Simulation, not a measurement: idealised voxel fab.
Title: Process Module voxel released beams
This is section cut - it's 240 nm across, gridded in 5 nm square cells.
In this document a cross-section is written as a grid of square cells. It is given as a series of bands, listed from the top down, and a band is one or more rows of cells.
Band entry format. Leading values: height of top, height of bottom, nm. Remainder: materials in left-to-right order, each with its width in nm. Special words: "full width" on a single material, which then fills the band edge to edge; "air", empty space.
All heights in this document are referenced to 0, defined as the level beneath which the wafer, as received, consists entirely of one material. The lowest band is not bounded below; it extends indefinitely downward and is written in the form "z 0 and below".
Quick explanation for "30 to 40": the width changes in equal steps down the rows of cells, from the first number in the band's top row to the second number in its bottom row.
What does "remained unchanged" mean for a step? It means no cell of the cross-section changed in that step.
The list in "Sealed void list" covers empty spaces of 8 cells or more that cannot reach the top through any open way, and it gives each as width x height at distance; the distance is from the left edge, and width, height and distance are in nm.
On each step's line, the part that comes after the settings is the simulator's own comment on the step.
For masked steps, "overlay nm" on the step line gives how far right of plan the mask actually lay; a minus sign means it lay to the left.
### The process steps that were planned are listed below
- 1: RECEIVE | material Si
- 2: CONFORMAL_DEP | material SiN | thk nm 5
- 3: DIRECTIONAL_DEP | material SiO2 | thk nm 15
- 4: PATTERN | tone open | mask id ANCHOR | material resist | width nm 40 | thk nm 15 | overlay nm 0
- 5: DIRECTIONAL_ETCH | etch materials SiO2 | depth nm 15
- 6: STRIP | etch materials resist
- 7: CONFORMAL_DEP | material TiN | thk nm 5
- 8: MASKED_ETCH | tone cover | mask id BEAM | width nm 85 | etch materials TiN | depth nm 15 | overlay nm 0
- 9: STRIP | etch materials SiO2
varied across the wafers: thk nm of step 7. The plan shows the first wafer's value. All wafers start alike
### First wafer of several, as received: cross-section after step 1
  z 0 and below | Si full width
  Sealed void list: none
### Table: wafers, a row each; end-of-module cell change per material since receipt, gain (+), loss (-); then closed voids
thk nm 5, +48 SiN, +23 TiN, Sealed void list: none
thk nm 10, +48 SiN, +46 TiN, Sealed void list: none
thk nm 15, +48 SiN, +69 TiN, Sealed void list: none
thk nm 20, +48 SiN, +120 SiO2, +123 TiN, Sealed void list: none
thk nm 25, +48 SiN, +120 SiO2, +171 TiN, Sealed void list: none
thk nm 30, +48 SiN, +120 SiO2, +219 TiN, Sealed void list: none
